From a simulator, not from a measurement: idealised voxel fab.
The process module presented herein is designated voxel spacer lines.
FYI the section here is cut, 235 nm wide, cells are 5 nm squares.
Format of a cross-section: grid, square cells. Given as bands. Order: top down. Band: one or more rows of cells.
For a band, the entry starts with two heights in nm, that of the top and then that of the bottom, and carries on with the band's materials in order from left to right, each alongside its width in nm; the word "throughout" beside a single material means it fills the band edge to edge, and "empty" means empty space.
A quick word on heights: they are counted from 0, and under that level the wafer as it came to us is one material throughout. The lowest band is different from the rest in having no bottom; it simply continues downward, written as in "from 0 down".
A two-number width, for instance "30 to 40", indicates that the width is equal to the first number in the top row of the band and to the second number in the bottom row, and that it changes by a constant amount per row of cells.
"remained unchanged" for a step: no cell of the cross-section changed in that step.
Cavities, sealed: empty space of 8 cells or more with no open way to the top, each as width x height at its distance from the left edge, in nm
What comes after the settings on a step's line is commentary from the simulator itself on that step.
The "overlay nm" setting may appear on a step's line; for a step that uses a mask, it gives how far to the right of its planned position the mask lay, and a negative value indicates the left.

[Process steps foreseen in the plan]
1,RECEIVE, material Si
2,CONFORMAL_DEP, material Al2O3, thk nm 10
3,DIRECTIONAL_DEP, material SiN, thk nm 15
4,DIRECTIONAL_DEP, material polySi, thk nm 20
5,PATTERN, tone cover, mask id MANDREL, material resist, width nm 20, pitch nm 70, thk nm 25, overlay nm 0
6,DIRECTIONAL_ETCH, etch materials polySi, depth nm 20
7,STRIP, etch materials resist
8,CONFORMAL_DEP, material SiO2, thk nm 15
9,DIRECTIONAL_ETCH, etch materials SiO2, depth nm 15
10,STRIP, etch materials polySi
11,DIRECTIONAL_ETCH, etch materials SiN, depth nm 15
12,STRIP, etch materials SiO2
13,FILL_DEP, material lowk, thk nm 5
14,CMP, height nm 25

[First of two wafers - as planned]

[The cross-section here shows the wafer as received, i.e. in its state after step 1]
    from 0 down = Si throughout
    Cavities, sealed: none

[So this is the wafer cross-section right after step 2]
    from 10 to 0 = Al2O3 throughout
    Lower than 0, everything is as it was.

[So this is the wafer cross-section right after step 3]
    from 25 to 10 = SiN throughout
    Lower than 10, everything is as it was.

[So this is the wafer cross-section right after step 4]
    from 45 to 25 = polySi throughout
    Lower than 25, everything is as it was.

[So this is the wafer cross-section right after step 5]
    from 70 to 45 = 70 nm empty, 20 nm resist, 50 nm empty, 20 nm resist, 75 nm empty
    Lower than 45, everything is as it was.

[So this is the wafer cross-section right after step 6]
    from 70 to 45 = 70 nm empty, 20 nm resist, 50 nm empty, 20 nm resist, 75 nm empty
    from 45 to 25 = 70 nm empty, 20 nm polySi, 50 nm empty, 20 nm polySi, 75 nm empty
    Lower than 25, everything is as it was.

[So this is the wafer cross-section right after step 7]
    from 45 to 25 = 70 nm empty, 20 nm polySi, 50 nm empty, 20 nm polySi, 75 nm empty
    Lower than 25, everything is as it was.

[So this is the wafer cross-section right after step 8]
    from 60 to 45 = 55 nm empty, 50 nm SiO2, 20 nm empty, 50 nm SiO2, 60 nm empty
    from 45 to 40 = 55 nm empty, 15 nm SiO2, 20 nm polySi, 15 nm SiO2, 20 nm empty, 15 nm SiO2, 20 nm polySi, 15 nm SiO2, 60 nm empty
    from 40 to 25 = 70 nm SiO2, 20 nm polySi, 50 nm SiO2, 20 nm polySi, 75 nm SiO2
    Lower than 25, everything is as it was.

[So this is the wafer cross-section right after step 9]
    from 45 to 25 = 55 nm empty, 15 nm SiO2, 20 nm polySi, 15 nm SiO2, 20 nm empty, 15 nm SiO2, 20 nm polySi, 15 nm SiO2, 60 nm empty
    Lower than 25, everything is as it was.

[So this is the wafer cross-section right after step 10]
    from 45 to 25 = 55 nm empty, 15 nm SiO2, 20 nm empty, 15 nm SiO2, 20 nm empty, 15 nm SiO2, 20 nm empty, 15 nm SiO2, 60 nm empty
    Lower than 25, everything is as it was.

[So this is the wafer cross-section right after step 11]
    from 45 to 25 = 55 nm empty, 15 nm SiO2, 20 nm empty, 15 nm SiO2, 20 nm empty, 15 nm SiO2, 20 nm empty, 15 nm SiO2, 60 nm empty
    from 25 to 10 = 55 nm empty, 15 nm SiN, 20 nm empty, 15 nm SiN, 20 nm empty, 15 nm SiN, 20 nm empty, 15 nm SiN, 60 nm empty
    Lower than 10, everything is as it was.

[So this is the wafer cross-section right after step 12]
    from 25 to 10 = 55 nm empty, 15 nm SiN, 20 nm empty, 15 nm SiN, 20 nm empty, 15 nm SiN, 20 nm empty, 15 nm SiN, 60 nm empty
    Lower than 10, everything is as it was.

[So this is the wafer cross-section right after step 13]
    from 30 to 25 = lowk throughout
    from 25 to 10 = 55 nm lowk, 15 nm SiN, 20 nm lowk, 15 nm SiN, 20 nm lowk, 15 nm SiN, 20 nm lowk, 15 nm SiN, 60 nm lowk
    Lower than 10, everything is as it was.

[So this is the wafer cross-section right after step 14]
    from 25 to 10 = 55 nm lowk, 15 nm SiN, 20 nm lowk, 15 nm SiN, 20 nm lowk, 15 nm SiN, 20 nm lowk, 15 nm SiN, 60 nm lowk
    Lower than 10, everything is as it was.

[Companion wafer, the second of two: same beginning, same intended sequence, one mistake in carrying it out; through step 2 inclusive it tracks the first exactly]

[Cross-section of the second wafer when, according to plan, step 3 should have finished]
    from 25 to 10 = lowk throughout
    Lower than 10, everything is as it was.

[Cross-section of the second wafer when, according to plan, step 4 should have finished]
    from 45 to 25 = polySi throughout
    Lower than 25, everything is as it was.

[Cross-section of the second wafer when, according to plan, step 5 should have finished]
    from 70 to 45 = 70 nm empty, 20 nm resist, 50 nm empty, 20 nm resist, 75 nm empty
    Lower than 45, everything is as it was.

[Cross-section of the second wafer when, according to plan, step 6 should have finished]
    from 70 to 45 = 70 nm empty, 20 nm resist, 50 nm empty, 20 nm resist, 75 nm empty
    from 45 to 25 = 70 nm empty, 20 nm polySi, 50 nm empty, 20 nm polySi, 75 nm empty
    Lower than 25, everything is as it was.

[Cross-section of the second wafer when, according to plan, step 7 should have finished]
    from 45 to 25 = 70 nm empty, 20 nm polySi, 50 nm empty, 20 nm polySi, 75 nm empty
    Lower than 25, everything is as it was.

[Cross-section of the second wafer when, according to plan, step 8 should have finished]
    from 60 to 45 = 55 nm empty, 50 nm SiO2, 20 nm empty, 50 nm SiO2, 60 nm empty
    from 45 to 40 = 55 nm empty, 15 nm SiO2, 20 nm polySi, 15 nm SiO2, 20 nm empty, 15 nm SiO2, 20 nm polySi, 15 nm SiO2, 60 nm empty
    from 40 to 25 = 70 nm SiO2, 20 nm polySi, 50 nm SiO2, 20 nm polySi, 75 nm SiO2
    Lower than 25, everything is as it was.

[Cross-section of the second wafer when, according to plan, step 9 should have finished]
    from 45 to 25 = 55 nm empty, 15 nm SiO2, 20 nm polySi, 15 nm SiO2, 20 nm empty, 15 nm SiO2, 20 nm polySi, 15 nm SiO2, 60 nm empty
    Lower than 25, everything is as it was.

[Cross-section of the second wafer when, according to plan, step 10 should have finished]
    from 45 to 25 = 55 nm empty, 15 nm SiO2, 20 nm empty, 15 nm SiO2, 20 nm empty, 15 nm SiO2, 20 nm empty, 15 nm SiO2, 60 nm empty
    Lower than 25, everything is as it was.

Cross-section of the second wafer when, according to plan, step 11 should have finished: remained unchanged

[Cross-section of the second wafer when, according to plan, step 12 should have finished]
    from 25 to 10 = lowk throughout
    Lower than 10, everything is as it was.

[Cross-section of the second wafer when, according to plan, step 13 should have finished]
    from 30 to 10 = lowk throughout
    Lower than 10, everything is as it was.

[Cross-section of the second wafer when, according to plan, step 14 should have finished]
    from 25 to 10 = lowk throughout
    Lower than 10, everything is as it was.
Nonconformance to the process plan: heads up, step 3 didn't go per plan, it actually ran as DIRECTIONAL_DEP, material lowk, thk nm 15
at the end the second wafer has, in cells: -36 SiN; +36 lowk
